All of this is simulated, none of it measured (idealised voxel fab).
Documented hereafter: the process module known as voxel double patterning.
Displayed cross-section: cut, width of 185 nm, square cells sized 5 nm.
Cross-section, as written here: a square-cell grid given band by band from the top down, where a band holds one or more rows of cells. Top, bottom (nm), then materials left to right with widths (nm); lone material tagged "full width" fills the whole band edge to edge; "empty" = empty space. It should be noted that heights are counted from 0, beneath which the wafer as supplied is of one material throughout, and that the lowest band possesses no lower boundary but continues downward, as written in "0 down". Quick explanation for "30->40": the width changes in equal steps down the rows of cells, from the first number in the band's top row to the second number in its bottom row. No cell of the cross-section changed in a step that is given as "nothing changed". Entry "Enclosed cavity list" = empty spaces >= 8 cells with no open way to the top; each as width x height at distance, distance from left edge, all nm. Heads up: the bit after the settings on a step's line is the simulator's remark on that step. What "overlay nm" on a step's line means: if the step has a mask, that mask lay this far to the right of its planned place, or, when the value is negative, to the left.
Process steps foreseen in the plan
step 1: RECEIVE, material Si
step 2: CONFORMAL_DEP, material SiO2, thk nm 5
step 3: DIRECTIONAL_DEP, material TiN, thk nm 15
step 4: DIRECTIONAL_DEP, material SiN, thk nm 10
step 5: DIRECTIONAL_DEP, material aC, thk nm 15
step 6: PATTERN, tone open, mask id FIRST, material resist, width nm 15, pitch nm 50, thk nm 30, overlay nm 0
step 7: DIRECTIONAL_ETCH, etch materials aC, depth nm 15
step 8: STRIP, etch materials resist
step 9: DIRECTIONAL_ETCH, etch materials SiN, depth nm 10
step 10: STRIP, etch materials aC
step 11: PATTERN, tone open, mask id SECOND, material resist, width nm 15, pitch nm 50, thk nm 20, overlay nm 0
step 12: DIRECTIONAL_ETCH, etch materials SiN, depth nm 10
step 13: STRIP, etch materials resist
step 14: DIRECTIONAL_ETCH, etch materials TiN, depth nm 15
step 15: STRIP, etch materials SiN
Cross-section of the incoming wafer, state after step 1
* 0 down | Si full width
* Enclosed cavity list: none
Cross-section, first of two wafers, end of module, run as planned
* 20 to 5 | TiN 35 / empty 15 / TiN 10 / empty 15 / TiN 10 / empty 15 / TiN 10 / empty 15 / TiN 10 / empty 15 / TiN 35
* 5 to 0 | SiO2 full width
* 0 down | Si full width
* Enclosed cavity list: none
Here's the second of our two wafers sectioned at module end. Same start as the first, same plan, but one mistake got made running it
* 20 to 5 | TiN 35 / empty 15 / TiN 10 / empty 20 / TiN 5 / empty 15 / TiN 10 / empty 20 / TiN 5 / empty 15 / TiN 35
* 5 to 0 | SiO2 full width
* 0 down | Si full width
* Enclosed cavity list: none
In executing the process, a mistake was made relative to the plan: note that step 11 departed from the planned setting and was carried out as PATTERN, tone open, mask id SECOND, material resist, width nm 20, pitch nm 50, thk nm 20, overlay nm 0
Final difference in cells, second wafer against first, listed per material as more or fewer: TiN: 6 fewer
